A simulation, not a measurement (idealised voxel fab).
This section sets out a process module, namely voxel self aligned vias.
Section cut is 290 nm wide and gridded with 5 nm square cells.
Cross-section format: a grid of square cells, given as bands from top to bottom; each band is one or more rows of cells. Band entry format. Leading values: height of top, height of bottom, nm. Remainder: materials in left-to-right order, each with its width in nm. Special words: "full width" on a single material, which then fills the band edge to edge; "empty", empty space. Height reference: 0 = level under which incoming wafer is all one material. Lowest band: no bottom, runs on downward, e.g. "0 down". It should be noted that a width expressed as "30 to 40" varies in equal increments from row to row of cells within the band, taking the value of the first number at the top row and that of the second number at the bottom row. It should be understood that the words "same as before", when stated for a given step, signify that the cross-section underwent no change in any of its cells during that step. The entry titled "Enclosed void list" provides the empty spaces that have no open way to the top, restricted to those of 8 cells or more. Each is presented as width x height at distance, the distance being measured from the left edge, with all three in nm. after a step's settings: what the simulator itself notes on the step. Steps that use a mask can have "overlay nm" on their line. It says how far the mask sat to the right of where it was meant to be. Negative means to the left.
## Planned process steps
1) op RECEIVE | material Si
2) op CONFORMAL_DEP | material SiO2 | thk nm 15
3) op CONFORMAL_DEP | material SiCN | thk nm 5
4) op DIRECTIONAL_DEP | material SiO2 | thk nm 30
5) op PATTERN | tone open | mask id LINES | material resist | width nm 30 | pitch nm 60 | thk nm 20 | overlay nm 0
6) op DIRECTIONAL_ETCH | etch materials SiO2 | depth nm 30
7) op STRIP | etch materials resist
8) op CONFORMAL_DEP | material TiN | thk nm 5
9) op FILL_DEP | material Ru | thk nm 5
10) op CMP | height nm 50
11) op SELECTIVE_ETCH | etch materials W Ru TiN | depth nm 10
12) op FILL_DEP | material SiN | thk nm 10
13) op CMP | height nm 50
14) op DIRECTIONAL_DEP | material SiO2 | thk nm 20
15) op PATTERN | tone open | mask id VIAS | material resist | width nm 40 | pitch nm 60 | thk nm 20 | overlay nm 0
16) op DIRECTIONAL_ETCH | etch materials SiO2 | depth nm 20
17) op DIRECTIONAL_ETCH | etch materials SiN | depth nm 10
18) op STRIP | etch materials resist
19) op CONFORMAL_DEP | material TiN | thk nm 5
20) op FILL_DEP | material Ru | thk nm 5
21) op CMP | height nm 70
22) op CONFORMAL_DEP | material SiN | thk nm 5
## So this is the incoming wafer in cross-section - it's already been through step 1
- 0 down: Si full width
- Enclosed void list: none
## Same starting wafer, same plan as above, one mistake in the execution; this is the cross-section at the end of the module
- 75 to 70: SiN full width
- 70 to 45: SiO2=95, TiN=5, Ru=30, TiN=5, SiO2=20, TiN=5, Ru=30, TiN=5, SiO2=95
- 45 to 40: SiO2=95, TiN=40, SiO2=20, TiN=40, SiO2=95
- 40 to 30: SiO2=95, TiN=10, Ru=20, TiN=10, SiO2=20, TiN=10, Ru=20, TiN=10, SiO2=95
- 30 to 25: SiO2=100, TiN=5, Ru=20, TiN=5, SiO2=30, TiN=5, Ru=20, TiN=5, SiO2=100
- 25 to 20: SiO2=100, TiN=30, SiO2=30, TiN=30, SiO2=100
- 20 to 15: SiCN full width
- 15 to 0: SiO2 full width
- 0 down: Si full width
- Enclosed void list: none
What broke from the plan during processing? step 16 of the plan saw execution twice
